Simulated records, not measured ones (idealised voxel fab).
The name of this process module is voxel gate over fins.
Shown is cross-section cut, with a width of 165 nm and square cells of size 5 nm.
Throughout this document, each cross-section is represented as a grid of square cells and is presented as a sequence of bands enumerated from the top downward, where a band comprises one or more rows of cells. Band entry format. Leading values: height of top, height of bottom, nm. Remainder: materials in left-to-right order, each with its width in nm. Special words: "throughout" on a single material, which then fills the band edge to edge; "blank", empty space. Heights are reckoned from 0. Under this level, the received wafer is all of one material. The bottommost band is open-ended downward, for example "z 0 and below". It should be noted that a width expressed as "30..40" varies in equal increments from row to row of cells within the band, taking the value of the first number at the top row and that of the second number at the bottom row. "no modifications" after a step means that no cell of the cross-section changed. Reported under the label "Enclosed cavities" are the empty spaces having no open way to the top and comprising 8 cells or more; the notation for each is width x height at distance, in which the distance is measured from the left edge and all three values are in nm. Heads up: the bit after the settings on a step's line is the simulator's remark on that step. "overlay nm" denotes, for a step that has a mask, the displacement of the mask to the right of its planned place, with negative values corresponding to the left.
### This section lists the process steps that were planned
1 RECEIVE with material Si
2 CONFORMAL_DEP with material SiN, thk nm 5
3 MASKED_ETCH with tone cover, mask id FINS, width nm 15, pitch nm 45, etch materials SiN, depth nm 5, overlay nm 0
4 MASKED_ETCH with tone cover, mask id FINS, width nm 15, pitch nm 45, etch materials Si, depth nm 30, overlay nm 0
5 OXIDIZE with depth nm 5
6 FILL_DEP with material SiO2, thk nm 10
7 CMP with height nm 5
8 SELECTIVE_ETCH with etch materials SiO2, depth nm 20
9 STRIP with etch materials SiN
10 CONFORMAL_DEP with material HfO2, thk nm 5
11 CONFORMAL_DEP with material TiN, thk nm 5
12 FILL_DEP with material W, thk nm 15
13 CMP with height nm 20
14 CONFORMAL_DEP with material SiN, thk nm 10
### The first wafer of two, processed as planned
### as received, after step 1
* z 0 and below | Si throughout
* Enclosed cavities: none
### Cross-sectional representation of the wafer at the conclusion of step 2
* z 5 to 0 | SiN throughout
* For the remainder of the cross-section, below 0, there is no change.
### Cross-sectional representation of the wafer at the conclusion of step 3
* z 5 to 0 | blank: 30 / SiN: 15 / blank: 30 / SiN: 15 / blank: 30 / SiN: 15 / blank: 30
* For the remainder of the cross-section, below 0, there is no change.
### Cross-sectional representation of the wafer at the conclusion of step 4
* z 5 to 0 | blank: 30 / SiN: 15 / blank: 30 / SiN: 15 / blank: 30 / SiN: 15 / blank: 30
* z 0 to -30 | blank: 30 / Si: 15 / blank: 30 / Si: 15 / blank: 30 / Si: 15 / blank: 30
* For the remainder of the cross-section, below -30, there is no change.
### Cross-sectional representation of the wafer at the conclusion of step 5
* z 5 to 0 | blank: 30 / SiN: 15 / blank: 30 / SiN: 15 / blank: 30 / SiN: 15 / blank: 30
* z 0 to -30 | blank: 30 / SiO2: 5 / Si: 5 / SiO2: 5 / blank: 30 / SiO2: 5 / Si: 5 / SiO2: 5 / blank: 30 / SiO2: 5 / Si: 5 / SiO2: 5 / blank: 30
* z -30 to -35 | SiO2: 35 / Si: 5 / SiO2: 40 / Si: 5 / SiO2: 40 / Si: 5 / SiO2: 35
* For the remainder of the cross-section, below -35, there is no change.
### Cross-sectional representation of the wafer at the conclusion of step 6
* z 15 to 5 | SiO2 throughout
* z 5 to 0 | SiO2: 30 / SiN: 15 / SiO2: 30 / SiN: 15 / SiO2: 30 / SiN: 15 / SiO2: 30
* z 0 to -35 | SiO2: 35 / Si: 5 / SiO2: 40 / Si: 5 / SiO2: 40 / Si: 5 / SiO2: 35
* For the remainder of the cross-section, below -35, there is no change.
### Cross-sectional representation of the wafer at the conclusion of step 7
* z 5 to 0 | SiO2: 30 / SiN: 15 / SiO2: 30 / SiN: 15 / SiO2: 30 / SiN: 15 / SiO2: 30
* For the remainder of the cross-section, below 0, there is no change.
### Cross-sectional representation of the wafer at the conclusion of step 8
* z 5 to 0 | blank: 30 / SiN: 15 / blank: 30 / SiN: 15 / blank: 30 / SiN: 15 / blank: 30
* z 0 to -15 | blank: 35 / Si: 5 / blank: 40 / Si: 5 / blank: 40 / Si: 5 / blank: 35
* For the remainder of the cross-section, below -15, there is no change.
### Cross-sectional representation of the wafer at the conclusion of step 9
* z 0 to -15 | blank: 35 / Si: 5 / blank: 40 / Si: 5 / blank: 40 / Si: 5 / blank: 35
* For the remainder of the cross-section, below -15, there is no change.
### Cross-sectional representation of the wafer at the conclusion of step 10
* z 5 to 0 | blank: 30 / HfO2: 15 / blank: 30 / HfO2: 15 / blank: 30 / HfO2: 15 / blank: 30
* z 0 to -10 | blank: 30 / HfO2: 5 / Si: 5 / HfO2: 5 / blank: 30 / HfO2: 5 / Si: 5 / HfO2: 5 / blank: 30 / HfO2: 5 / Si: 5 / HfO2: 5 / blank: 30
* z -10 to -15 | HfO2: 35 / Si: 5 / HfO2: 40 / Si: 5 / HfO2: 40 / Si: 5 / HfO2: 35
* For the remainder of the cross-section, below -15, there is no change.
### Cross-sectional representation of the wafer at the conclusion of step 11
* z 10 to 5 | blank: 25 / TiN: 25 / blank: 20 / TiN: 25 / blank: 20 / TiN: 25 / blank: 25
* z 5 to 0 | blank: 25 / TiN: 5 / HfO2: 15 / TiN: 5 / blank: 20 / TiN: 5 / HfO2: 15 / TiN: 5 / blank: 20 / TiN: 5 / HfO2: 15 / TiN: 5 / blank: 25
* z 0 to -5 | blank: 25 / TiN: 5 / HfO2: 5 / Si: 5 / HfO2: 5 / TiN: 5 / blank: 20 / TiN: 5 / HfO2: 5 / Si: 5 / HfO2: 5 / TiN: 5 / blank: 20 / TiN: 5 / HfO2: 5 / Si: 5 / HfO2: 5 / TiN: 5 / blank: 25
* z -5 to -10 | TiN: 30 / HfO2: 5 / Si: 5 / HfO2: 5 / TiN: 30 / HfO2: 5 / Si: 5 / HfO2: 5 / TiN: 30 / HfO2: 5 / Si: 5 / HfO2: 5 / TiN: 30
* For the remainder of the cross-section, below -10, there is no change.
### Cross-sectional representation of the wafer at the conclusion of step 12
* z 25 to 10 | W throughout
* z 10 to 5 | W: 25 / TiN: 25 / W: 20 / TiN: 25 / W: 20 / TiN: 25 / W: 25
* z 5 to 0 | W: 25 / TiN: 5 / HfO2: 15 / TiN: 5 / W: 20 / TiN: 5 / HfO2: 15 / TiN: 5 / W: 20 / TiN: 5 / HfO2: 15 / TiN: 5 / W: 25
* z 0 to -5 | W: 25 / TiN: 5 / HfO2: 5 / Si: 5 / HfO2: 5 / TiN: 5 / W: 20 / TiN: 5 / HfO2: 5 / Si: 5 / HfO2: 5 / TiN: 5 / W: 20 / TiN: 5 / HfO2: 5 / Si: 5 / HfO2: 5 / TiN: 5 / W: 25
* For the remainder of the cross-section, below -5, there is no change.
### Cross-sectional representation of the wafer at the conclusion of step 13
* z 20 to 10 | W throughout
* For the remainder of the cross-section, below 10, there is no change.
### Cross-sectional representation of the wafer at the conclusion of step 14
* z 30 to 20 | SiN throughout
* For the remainder of the cross-section, below 20, there is no change.
### Second wafer - shared start and plan with the first - one error in running - same as the first up to step 9 inclusive
The second wafer cut through, at the time step 10 was supposed to be finished: no modifications
### The second wafer cut through, at the time step 11 was supposed to be finished
* z 5 to 0 | blank: 30 / TiN: 15 / blank: 30 / TiN: 15 / blank: 30 / TiN: 15 / blank: 30
* z 0 to -10 | blank: 30 / TiN: 5 / Si: 5 / TiN: 5 / blank: 30 / TiN: 5 / Si: 5 / TiN: 5 / blank: 30 / TiN: 5 / Si: 5 / TiN: 5 / blank: 30
* z -10 to -15 | TiN: 35 / Si: 5 / TiN: 40 / Si: 5 / TiN: 40 / Si: 5 / TiN: 35
* For the remainder of the cross-section, below -15, there is no change.
### The second wafer cut through, at the time step 12 was supposed to be finished
* z 20 to 5 | W throughout
* z 5 to 0 | W: 30 / TiN: 15 / W: 30 / TiN: 15 / W: 30 / TiN: 15 / W: 30
* z 0 to -10 | W: 30 / TiN: 5 / Si: 5 / TiN: 5 / W: 30 / TiN: 5 / Si: 5 / TiN: 5 / W: 30 / TiN: 5 / Si: 5 / TiN: 5 / W: 30
* For the remainder of the cross-section, below -10, there is no change.
The second wafer cut through, at the time step 13 was supposed to be finished: no modifications
### The second wafer cut through, at the time step 14 was supposed to be finished
* z 30 to 20 | SiN throughout
* For the remainder of the cross-section, below 20, there is no change.
Deviation noted in wafer processing: step 10 of the plan was bypassed and not carried out
It is noted that, at the conclusion of processing, the second wafer exhibits a higher or lower cell count for certain materials relative to the first: HfO2: 51 fewer, W: 51 more
